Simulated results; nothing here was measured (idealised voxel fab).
Module name: voxel fin reveal (process module)
Cross-section cut: width 170 nm, square cells of 5 nm.
The cross-sections in this document take the form of a grid made of square cells. They are written out as bands, in order from top to bottom. Each band consists of one or more rows of cells. Each band's line starts with the height of the band's top and of its bottom, in nm. Then come its materials from left to right, each with its width in nm. One material with "edge to edge" fills the band from edge to edge. "air" is empty space. Height 0 is the level under which the wafer as received is all one material. The lowest band goes on downwards, as in "0 down". The expression "30->40" gives the width at the extremes of the band, the first number at its top row of cells and the second at its bottom row, with the width changing by equal amounts from each row to the next in between. Any step labelled "stayed the same" changed none of the cells in the cross-section. Reported under the label "Fully sealed voids" are the empty spaces having no open way to the top and comprising 8 cells or more; the notation for each is width x height at distance, in which the distance is measured from the left edge and all three values are in nm. Formally, on a step line, whatever follows the settings is a remark that the simulator itself makes on the step. You can add "overlay nm" to a step's line. For a step with a mask, it describes how far the mask lay to the right of its planned position, and a negative number describes a lay to the left.
## The following list gives the planned process steps
1: RECEIVE,material Si
2: CONFORMAL_DEP,material SiN,thk nm 5
3: PATTERN,tone cover,mask id FINS,material resist,width nm 15,pitch nm 40,thk nm 20,overlay nm 0
4: DIRECTIONAL_ETCH,etch materials SiN,depth nm 5
5: DIRECTIONAL_ETCH,etch materials Si,depth nm 35
6: STRIP,etch materials resist
7: FILL_DEP,material SiO2,thk nm 15
8: CMP,height nm 5
9: SELECTIVE_ETCH,etch materials SiO2,depth nm 20
10: STRIP,etch materials SiN
## The cross-section here shows the wafer as received, i.e. in its state after step 1
> 0 down  Si edge to edge
> Fully sealed voids: none
## Final cross-section, module run with one mistake (start and plan as above)
> 5 to 0  55 nm air, 15 nm SiN, 25 nm air, 15 nm SiN, 60 nm air
> 0 to -35  55 nm air, 15 nm Si, 25 nm air, 15 nm Si, 60 nm air
> -35 down  Si edge to edge
> Fully sealed voids: none
Where did the run depart from the plan? in deviation from the planned setting, step 10 was conducted as STRIP,etch materials SiO2
